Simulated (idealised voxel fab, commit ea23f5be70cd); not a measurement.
process module | voxel air gaps
cross-section cut | 235 nm wide | cells 5 nm
A cross-section is a grid of square cells, given in bands from the top down. A band is one or more rows of cells.
Each band's line starts with the height of the band's top and of its bottom, in nm. Then come its materials from left to right, each with its width in nm. One material with "throughout" fills the band from edge to edge. "air" is empty space.
Height 0 is the level under which the wafer as received is all one material. The lowest band goes on downwards, as in "0 down".
A width such as "30 to 40" changes by the same amount from each row of cells to the next, from the band's top row to its bottom row.
"no change" after a step means that no cell of the cross-section changed.
closed voids: empty space of 8 cells or more with no open way to the top, each as width x height at its distance from the left edge, in nm
after a step's settings: what the simulator itself notes on the step
overlay nm, on a step with a mask: how far to the right of its planned place the mask lay; to the left if negative
plan
1 op RECEIVE | material Si
2 op CONFORMAL_DEP | material SiO2 | thk nm 10
3 op CONFORMAL_DEP | material SiN | thk nm 5
4 op DIRECTIONAL_DEP | material SiO2 | thk nm 40
5 op DIRECTIONAL_DEP | material aC | thk nm 15
6 op PATTERN | tone open | mask id LINES | material resist | width nm 15 | pitch nm 45 | thk nm 30 | overlay nm 0
7 op DIRECTIONAL_ETCH | etch materials aC | depth nm 15
8 op STRIP | etch materials resist
9 op DIRECTIONAL_ETCH | etch materials SiO2 | depth nm 40
10 op STRIP | etch materials aC
11 op CONFORMAL_DEP | material TiN | thk nm 5
12 op FILL_DEP | material Ru | thk nm 10
13 op CMP | height nm 55
14 op EPI | material Ru | thk nm 10
15 op SELECTIVE_ETCH | etch materials SiO2 | depth nm 50
16 op CONFORMAL_DEP | material SiN | thk nm 5
first wafer, as planned
as received, after step 1
  0 down: Si throughout
  closed voids: none
after step 2
  10 to 0: SiO2 throughout
  below 0: unchanged
after step 3
  15 to 10: SiN throughout
  below 10: unchanged
after step 4
  55 to 15: SiO2 throughout
  below 15: unchanged
after step 5
  70 to 55: aC throughout
  below 55: unchanged
after step 6
  100 to 70: resist 65 | air 15 | resist 30 | air 15 | resist 30 | air 15 | resist 65
  below 70: unchanged
after step 7
  85 to 70: resist 65 | air 15 | resist 30 | air 15 | resist 30 | air 15 | resist 65
  70 to 55: aC 65 | air 15 | aC 30 | air 15 | aC 30 | air 15 | aC 65
  below 55: unchanged
after step 8
  70 to 55: aC 65 | air 15 | aC 30 | air 15 | aC 30 | air 15 | aC 65
  below 55: unchanged
after step 9
  70 to 55: aC 65 | air 15 | aC 30 | air 15 | aC 30 | air 15 | aC 65
  55 to 15: SiO2 65 | air 15 | SiO2 30 | air 15 | SiO2 30 | air 15 | SiO2 65
  below 15: unchanged
after step 10
  55 to 15: SiO2 65 | air 15 | SiO2 30 | air 15 | SiO2 30 | air 15 | SiO2 65
  below 15: unchanged
after step 11
  60 to 55: TiN 70 | air 5 | TiN 40 | air 5 | TiN 40 | air 5 | TiN 70
  55 to 20: SiO2 65 | TiN 5 | air 5 | TiN 5 | SiO2 30 | TiN 5 | air 5 | TiN 5 | SiO2 30 | TiN 5 | air 5 | TiN 5 | SiO2 65
  20 to 15: SiO2 65 | TiN 15 | SiO2 30 | TiN 15 | SiO2 30 | TiN 15 | SiO2 65
  below 15: unchanged
after step 12
  70 to 60: Ru throughout
  60 to 55: TiN 70 | Ru 5 | TiN 40 | Ru 5 | TiN 40 | Ru 5 | TiN 70
  55 to 20: SiO2 65 | TiN 5 | Ru 5 | TiN 5 | SiO2 30 | TiN 5 | Ru 5 | TiN 5 | SiO2 30 | TiN 5 | Ru 5 | TiN 5 | SiO2 65
  below 20: unchanged
after step 13
  55 to 20: SiO2 65 | TiN 5 | Ru 5 | TiN 5 | SiO2 30 | TiN 5 | Ru 5 | TiN 5 | SiO2 30 | TiN 5 | Ru 5 | TiN 5 | SiO2 65
  below 20: unchanged
after step 14
  65 to 55: air 55 | Ru 35 | air 10 | Ru 35 | air 10 | Ru 35 | air 55
  below 55: unchanged
after step 15
  65 to 55: air 55 | Ru 35 | air 10 | Ru 35 | air 10 | Ru 35 | air 55
  55 to 20: air 65 | TiN 5 | Ru 5 | TiN 5 | air 30 | TiN 5 | Ru 5 | TiN 5 | air 30 | TiN 5 | Ru 5 | TiN 5 | air 65
  20 to 15: air 65 | TiN 15 | air 30 | TiN 15 | air 30 | TiN 15 | air 65
  below 15: unchanged
after step 16
  70 to 65: air 50 | SiN 135 | air 50
  65 to 55: air 50 | SiN 5 | Ru 35 | SiN 10 | Ru 35 | SiN 10 | Ru 35 | SiN 5 | air 50
  55 to 50: air 50 | SiN 15 | TiN 5 | Ru 5 | TiN 5 | SiN 30 | TiN 5 | Ru 5 | TiN 5 | SiN 30 | TiN 5 | Ru 5 | TiN 5 | SiN 15 | air 50
  50 to 20: air 60 | SiN 5 | TiN 5 | Ru 5 | TiN 5 | SiN 5 | air 20 | SiN 5 | TiN 5 | Ru 5 | TiN 5 | SiN 5 | air 20 | SiN 5 | TiN 5 | Ru 5 | TiN 5 | SiN 5 | air 60
  20 to 15: SiN 65 | TiN 15 | SiN 30 | TiN 15 | SiN 30 | TiN 15 | SiN 65
  below 15: unchanged
  closed voids: 20 x 30 at 85; 20 x 30 at 130
second wafer: like start, like plan, one mistake. Through step 13 it matches the first wafer
when step 14 should have ended
  75 to 55: air 45 | Ru 145 | air 45
  below 55: unchanged
when step 15 should have ended
  75 to 55: air 45 | Ru 145 | air 45
  55 to 20: air 65 | TiN 5 | Ru 5 | TiN 5 | SiO2 30 | TiN 5 | Ru 5 | TiN 5 | SiO2 30 | TiN 5 | Ru 5 | TiN 5 | air 65
  20 to 15: air 65 | TiN 15 | SiO2 30 | TiN 15 | SiO2 30 | TiN 15 | air 65
  below 15: unchanged
when step 16 should have ended
  80 to 75: air 40 | SiN 155 | air 40
  75 to 55: air 40 | SiN 5 | Ru 145 | SiN 5 | air 40
  55 to 50: air 40 | SiN 25 | TiN 5 | Ru 5 | TiN 5 | SiO2 30 | TiN 5 | Ru 5 | TiN 5 | SiO2 30 | TiN 5 | Ru 5 | TiN 5 | SiN 25 | air 40
  50 to 20: air 60 | SiN 5 | TiN 5 | Ru 5 | TiN 5 | SiO2 30 | TiN 5 | Ru 5 | TiN 5 | SiO2 30 | TiN 5 | Ru 5 | TiN 5 | SiN 5 | air 60
  20 to 15: SiN 65 | TiN 15 | SiO2 30 | TiN 15 | SiO2 30 | TiN 15 | SiN 65
  below 15: unchanged
what went wrong: step 14 was run twice
at the end the second wafer has, in cells: 74 more of Ru | 44 fewer of SiN | 96 more of SiO2
closed voids at the end (first wafer, second wafer): 2, 0
